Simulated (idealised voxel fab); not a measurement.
Proc. module: voxel quadruple lines
For reference, the cross-section in this document is cut, with width 170 nm and square cells of 5 nm.
Cross-section = grid of square cells, listed top down in bands; band = one or more rows.
First you get the band's top height and its bottom height, in nm, and then the materials it's made of, left to right, with each width in nm. If you see a single material with "everywhere", that one covers the band edge to edge. "blank" is empty space.
Convention: height 0 is the level below which the wafer, as received, is all one material. The lowest band does not terminate at the bottom but continues downward, represented as "0 and below".
Graded width ("30..40"): value in top row of band = first number; value in bottom row = second number; row-to-row change constant.
Reading "nothing different" for a step: not a cell of the cross-section changed in it.
Empty spaces without an open route to the top, at least 8 cells in extent, make up the entry "Sealed void inventory"; each is given as width x height at distance, where the distance is measured from the left edge, and all are in nm.
Where a step's line continues beyond its settings, the continuation is a remark by the simulator itself on that step.
overlay nm: right-of-plan distance of the mask on a masked step; negative values mean left-of-plan.

# This section lists the process steps that were planned
1. RECEIVE,material Si
2. CONFORMAL_DEP,material Al2O3,thk nm 5
3. DIRECTIONAL_DEP,material W,thk nm 10
4. DIRECTIONAL_DEP,material polySi,thk nm 15
5. DIRECTIONAL_DEP,material aC,thk nm 20
6. PATTERN,tone cover,mask id MANDREL,material resist,width nm 20,pitch nm 60,thk nm 30,overlay nm 0
7. DIRECTIONAL_ETCH,etch materials aC,depth nm 20
8. STRIP,etch materials resist
9. CONFORMAL_DEP,material SiO2,thk nm 10
10. DIRECTIONAL_ETCH,etch materials SiO2,depth nm 10
11. STRIP,etch materials aC
12. DIRECTIONAL_ETCH,etch materials polySi,depth nm 15
13. STRIP,etch materials SiO2
14. CONFORMAL_DEP,material SiCN,thk nm 5
15. DIRECTIONAL_ETCH,etch materials SiCN,depth nm 5
16. STRIP,etch materials polySi
17. DIRECTIONAL_ETCH,etch materials W,depth nm 10
18. STRIP,etch materials SiCN
19. FILL_DEP,material SiO2,thk nm 10
20. CMP,height nm 15

# Wafer at receipt (post step 1), cross-section
> 0 and below = Si everywhere
> Sealed void inventory: none

# Post-module cross-section of the first of two wafers (run per plan)
> 15 down to 5 = SiO2 30  W 5  SiO2 10  W 5  SiO2 10  W 5  SiO2 10  W 5  SiO2 10  W 5  SiO2 10  W 5  SiO2 10  W 5  SiO2 10  W 5  SiO2 30
> 5 down to 0 = Al2O3 everywhere
> 0 and below = Si everywhere
> Sealed void inventory: none

# Second of two wafers, module complete, sectioned: it shares the first wafer's start and plan but was run with one mistake
> 15 down to 10 = SiO2 everywhere
> 10 down to 0 = SiO2 30  W 5  SiO2 10  W 5  SiO2 10  W 5  SiO2 10  W 5  SiO2 10  W 5  SiO2 10  W 5  SiO2 10  W 5  SiO2 10  W 5  SiO2 30
> 0 and below = Si everywhere
> Sealed void inventory: none
What went wrong in running the wafer? step 2 of the plan: omitted, not performed
End check, counted in cells, second wafer has more or fewer of these materials than the first: Al2O3 -34; SiO2 +34
